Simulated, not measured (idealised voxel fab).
Process module, titled voxel spacer lines
Square cells of 5 nm make up the cross-section cut, whose width is 225 nm.
For the purposes of this document, a cross-section shall be understood as a grid of square cells, specified as bands listed in top-to-bottom order, each band consisting of one or more rows of cells.
It is stipulated that each band's entry specify, in nanometres, the height of the top of the band and then that of its bottom, followed by the materials of the band in left-to-right sequence, each together with its width in nanometres. A single material marked by the word "everywhere" is understood to fill the band from edge to edge; the word "air" is understood to denote empty space.
The level at which height equals 0 is the one under which the wafer, as it arrives, is entirely one material. No lower edge exists for the bottom band, which continues downward and is notated as in "z 0 and below".
So if you see something like "30..40" for the width, read it as the top row of the band sitting at the first number and the bottom row at the second, with every row in between moving by the same amount as the last.
Reading "remains unaltered" for a step: not a cell of the cross-section changed in it.
Look at "Closed void entries" for the closed voids: empty spaces with no open path to the top, sized 8 cells or up. Each is width x height at distance, distance from the left edge, all nm.
Past the settings on a step's line: simulator remark, on that step.
"overlay nm" answers the question of how far to the right of plan the mask lay on a step that has a mask, and when it is negative the answer is to the left.

The planned process steps are enumerated hereunder
| 1 | RECEIVE with material Si |
| 2 | CONFORMAL_DEP with material Al2O3, thk nm 5 |
| 3 | DIRECTIONAL_DEP with material polySi, thk nm 20 |
| 4 | DIRECTIONAL_DEP with material aC, thk nm 20 |
| 5 | PATTERN with tone cover, mask id MANDREL, material resist, width nm 15, pitch nm 70, thk nm 25, overlay nm 0 |
| 6 | DIRECTIONAL_ETCH with etch materials aC, depth nm 20 |
| 7 | STRIP with etch materials resist |
| 8 | CONFORMAL_DEP with material SiN, thk nm 15 |
| 9 | DIRECTIONAL_ETCH with etch materials SiN, depth nm 15 |
| 10 | STRIP with etch materials aC |
| 11 | DIRECTIONAL_ETCH with etch materials polySi, depth nm 20 |
| 12 | STRIP with etch materials SiN |
Quick note for whoever runs this: the wafers start identical, but the width nm at step 5 isn't the same across them. The plan just shows what the first wafer had.

The as-received cross-section of the first of several wafers corresponds to the state after step 1
  z 0 and below = Si everywhere
  Closed void entries: none

Note: the following table is arranged by wafer, a row apiece. Each row reports the end-of-module state: per material, cells gained (+) or cells lost (-) compared with the wafer as received; closed voids follow
width nm 15; +45 Al2O3; +72 polySi; Closed void entries: none
width nm 20; +45 Al2O3; +72 polySi; Closed void entries: none
width nm 25; +45 Al2O3; +72 polySi; Closed void entries: none
width nm 30; +45 Al2O3; +72 polySi; Closed void entries: none
width nm 35; +45 Al2O3; +72 polySi; Closed void entries: none
